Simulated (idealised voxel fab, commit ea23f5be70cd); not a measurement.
The process module presented herein is designated voxel self aligned contacts.
Shown is cross-section cut, with a width of 210 nm and square cells of size 5 nm.
If you're reading a cross-section in this doc, picture square cells in a grid; it comes to you as bands, top ones listed first down to the bottom, and a band can be one or more rows of cells. A band entry consists of two parts. The first gives the height of the band's top and the height of its bottom, in nm. The rest lists the band's materials from left to right, each with its width in nm. A single material labelled with the word "throughout" fills the band from edge to edge, and the word "blank" marks empty space. Ref level 0: as-received wafer is one material below here. Bottom band extends down with no lower bound ("top 0, no bottom"). Read "30->40" as a graded width: first number on top, second number at the bottom, same change between each pair of neighbouring rows. Key: "nothing was modified" - step with no changed cell in the cross-section. This entry, "Sealed void inventory", enumerates those empty regions of no fewer than 8 cells that possess no open connection to the top. Each region is reported in the form width x height at distance, the distance being taken from the left edge, with all three quantities expressed in nm. Text after the settings on a step's line: the simulator's own remark on that step. overlay nm: how far to the right of its planned place the mask lay on this masked step (negative: to the left).
# The steps planned for the process are as follows
1: op RECEIVE | material Si
2: op CONFORMAL_DEP | material SiO2 | thk nm 5
3: op DIRECTIONAL_DEP | material polySi | thk nm 20
4: op DIRECTIONAL_DEP | material SiN | thk nm 15
5: op DIRECTIONAL_DEP | material aC | thk nm 15
6: op PATTERN | tone cover | mask id GATE | material resist | width nm 30 | pitch nm 55 | thk nm 30 | overlay nm 0
7: op DIRECTIONAL_ETCH | etch materials aC | depth nm 15
8: op STRIP | etch materials resist
9: op DIRECTIONAL_ETCH | etch materials SiN | depth nm 15
10: op DIRECTIONAL_ETCH | etch materials polySi | depth nm 20
11: op STRIP | etch materials aC
12: op CONFORMAL_DEP | material SiN | thk nm 5
13: op DIRECTIONAL_ETCH | etch materials SiN | depth nm 5
14: op FILL_DEP | material SiO2 | thk nm 20
15: op CMP | height nm 50
16: op DIRECTIONAL_DEP | material aC | thk nm 10
17: op PATTERN | tone open | mask id CONTACT | material resist | width nm 35 | thk nm 30 | overlay nm 0
18: op DIRECTIONAL_ETCH | etch materials aC | depth nm 10
19: op STRIP | etch materials resist
20: op DIRECTIONAL_ETCH | etch materials SiO2 | depth nm 50
21: op STRIP | etch materials aC
22: op CONFORMAL_DEP | material TiN | thk nm 5
23: op FILL_DEP | material W | thk nm 10
24: op CMP | height nm 50
25: op CONFORMAL_DEP | material SiN | thk nm 5
# So, the first of our two wafers, run just as we planned it
# Cross-section, incoming material, after step 1
  top 0, no bottom  Si throughout
  Sealed void inventory: none
# After step 2: wafer cross-section
  top 5, bottom 0  SiO2 throughout
  Unchanged below 0.
# After step 3: wafer cross-section
  top 25, bottom 5  polySi throughout
  Unchanged below 5.
# After step 4: wafer cross-section
  top 40, bottom 25  SiN throughout
  Unchanged below 25.
# After step 5: wafer cross-section
  top 55, bottom 40  aC throughout
  Unchanged below 40.
# After step 6: wafer cross-section
  top 85, bottom 55  blank=60, resist=30, blank=25, resist=30, blank=65
  Unchanged below 55.
# After step 7: wafer cross-section
  top 70, bottom 55  blank=60, resist=30, blank=25, resist=30, blank=65
  top 55, bottom 40  blank=60, aC=30, blank=25, aC=30, blank=65
  Unchanged below 40.
# After step 8: wafer cross-section
  top 55, bottom 40  blank=60, aC=30, blank=25, aC=30, blank=65
  Unchanged below 40.
# After step 9: wafer cross-section
  top 55, bottom 40  blank=60, aC=30, blank=25, aC=30, blank=65
  top 40, bottom 25  blank=60, SiN=30, blank=25, SiN=30, blank=65
  Unchanged below 25.
# After step 10: wafer cross-section
  top 55, bottom 40  blank=60, aC=30, blank=25, aC=30, blank=65
  top 40, bottom 25  blank=60, SiN=30, blank=25, SiN=30, blank=65
  top 25, bottom 5  blank=60, polySi=30, blank=25, polySi=30, blank=65
  Unchanged below 5.
# After step 11: wafer cross-section
  top 40, bottom 25  blank=60, SiN=30, blank=25, SiN=30, blank=65
  Unchanged below 25.
# After step 12: wafer cross-section
  top 45, bottom 25  blank=55, SiN=40, blank=15, SiN=40, blank=60
  top 25, bottom 10  blank=55, SiN=5, polySi=30, SiN=5, blank=15, SiN=5, polySi=30, SiN=5, blank=60
  top 10, bottom 5  SiN=60, polySi=30, SiN=25, polySi=30, SiN=65
  Unchanged below 5.
# After step 13: wafer cross-section
  top 40, bottom 25  blank=55, SiN=40, blank=15, SiN=40, blank=60
  top 25, bottom 5  blank=55, SiN=5, polySi=30, SiN=5, blank=15, SiN=5, polySi=30, SiN=5, blank=60
  Unchanged below 5.
# After step 14: wafer cross-section
  top 60, bottom 40  SiO2 throughout
  top 40, bottom 25  SiO2=55, SiN=40, SiO2=15, SiN=40, SiO2=60
  top 25, bottom 5  SiO2=55, SiN=5, polySi=30, SiN=5, SiO2=15, SiN=5, polySi=30, SiN=5, SiO2=60
  Unchanged below 5.
# After step 15: wafer cross-section
  top 50, bottom 40  SiO2 throughout
  Unchanged below 40.
# After step 16: wafer cross-section
  top 60, bottom 50  aC throughout
  Unchanged below 50.
# After step 17: wafer cross-section
  top 90, bottom 60  resist=85, blank=35, resist=90
  Unchanged below 60.
# After step 18: wafer cross-section
  top 80, bottom 60  resist=85, blank=35, resist=90
  top 60, bottom 50  aC=85, blank=35, aC=90
  Unchanged below 50.
# After step 19: wafer cross-section
  top 60, bottom 50  aC=85, blank=35, aC=90
  Unchanged below 50.
# After step 20: wafer cross-section
  top 60, bottom 50  aC=85, blank=35, aC=90
  top 50, bottom 40  SiO2=85, blank=35, SiO2=90
  top 40, bottom 25  SiO2=55, SiN=40, blank=15, SiN=40, SiO2=60
  top 25, bottom 5  SiO2=55, SiN=5, polySi=30, SiN=5, blank=15, SiN=5, polySi=30, SiN=5, SiO2=60
  top 5, bottom 0  SiO2=95, blank=15, SiO2=100
  Unchanged below 0.
# After step 21: wafer cross-section
  top 50, bottom 40  SiO2=85, blank=35, SiO2=90
  Unchanged below 40.
# After step 22: wafer cross-section
  top 55, bottom 50  TiN=90, blank=25, TiN=95
  top 50, bottom 40  SiO2=85, TiN=5->15, blank=25->5, TiN=5->15, SiO2=90
  top 40, bottom 25  SiO2=55, SiN=40, TiN=5, blank=5, TiN=5, SiN=40, SiO2=60
  top 25, bottom 5  SiO2=55, SiN=5, polySi=30, SiN=5, TiN=5, blank=5, TiN=5, SiN=5, polySi=30, SiN=5, SiO2=60
  top 5, bottom 0  SiO2=95, TiN=15, SiO2=100
  Unchanged below 0.
# After step 23: wafer cross-section
  top 65, bottom 55  W throughout
  top 55, bottom 50  TiN=90, W=25, TiN=95
  top 50, bottom 40  SiO2=85, TiN=5->15, W=25->5, TiN=5->15, SiO2=90
  top 40, bottom 25  SiO2=55, SiN=40, TiN=5, W=5, TiN=5, SiN=40, SiO2=60
  top 25, bottom 5  SiO2=55, SiN=5, polySi=30, SiN=5, TiN=5, W=5, TiN=5, SiN=5, polySi=30, SiN=5, SiO2=60
  Unchanged below 5.
# After step 24: wafer cross-section
  top 50, bottom 40  SiO2=85, TiN=5->15, W=25->5, TiN=5->15, SiO2=90
  Unchanged below 40.
# After step 25: wafer cross-section
  top 55, bottom 50  SiN throughout
  Unchanged below 50.
# Regarding the second of the two wafers: it shared the first wafer's starting condition and process plan, yet one error occurred during its execution. Its history coincides with that of the first wafer up to and including step 16
# At the planned end of step 17, the second wafer in cross-section
  top 90, bottom 60  blank=85, resist=35, blank=90
  Unchanged below 60.
# At the planned end of step 18, the second wafer in cross-section
  top 80, bottom 60  blank=85, resist=35, blank=90
  top 60, bottom 50  blank=85, aC=35, blank=90
  Unchanged below 50.
# At the planned end of step 19, the second wafer in cross-section
  top 60, bottom 50  blank=85, aC=35, blank=90
  Unchanged below 50.
# At the planned end of step 20, the second wafer in cross-section
  top 60, bottom 50  blank=85, aC=35, blank=90
  top 50, bottom 40  blank=85, SiO2=35, blank=90
  top 40, bottom 25  blank=55, SiN=40, SiO2=15, SiN=40, blank=60
  top 25, bottom 5  blank=55, SiN=5, polySi=30, SiN=5, SiO2=15, SiN=5, polySi=30, SiN=5, blank=60
  top 5, bottom 0  blank=55, SiO2=95, blank=60
  Unchanged below 0.
# At the planned end of step 21, the second wafer in cross-section
  top 50, bottom 40  blank=85, SiO2=35, blank=90
  Unchanged below 40.
# At the planned end of step 22, the second wafer in cross-section
  top 55, bottom 50  blank=80, TiN=45, blank=85
  top 50, bottom 40  blank=80->50, TiN=5->35, SiO2=35, TiN=5->35, blank=85->55
  top 40, bottom 25  blank=50, TiN=5, SiN=40, SiO2=15, SiN=40, TiN=5, blank=55
  top 25, bottom 5  blank=50, TiN=5, SiN=5, polySi=30, SiN=5, SiO2=15, SiN=5, polySi=30, SiN=5, TiN=5, blank=55
  top 5, bottom 0  TiN=55, SiO2=95, TiN=60
  Unchanged below 0.
# At the planned end of step 23, the second wafer in cross-section
  top 65, bottom 55  W throughout
  top 55, bottom 50  W=80, TiN=45, W=85
  top 50, bottom 40  W=80->50, TiN=5->35, SiO2=35, TiN=5->35, W=85->55
  top 40, bottom 25  W=50, TiN=5, SiN=40, SiO2=15, SiN=40, TiN=5, W=55
  top 25, bottom 5  W=50, TiN=5, SiN=5, polySi=30, SiN=5, SiO2=15, SiN=5, polySi=30, SiN=5, TiN=5, W=55
  Unchanged below 5.
# At the planned end of step 24, the second wafer in cross-section
  top 50, bottom 40  W=80->50, TiN=5->35, SiO2=35, TiN=5->35, W=85->55
  Unchanged below 40.
# At the planned end of step 25, the second wafer in cross-section
  top 55, bottom 50  SiN throughout
  Unchanged below 50.
Which mistake was made when the wafer was run? step 17 deviated from plan and actually ran as op PATTERN | tone cover | mask id CONTACT | material resist | width nm 35 | thk nm 30 | overlay nm 0
Final comparison by cell count, materials where the second wafer has more or fewer than the first: 216 fewer of SiO2; 28 more of TiN; 188 more of W
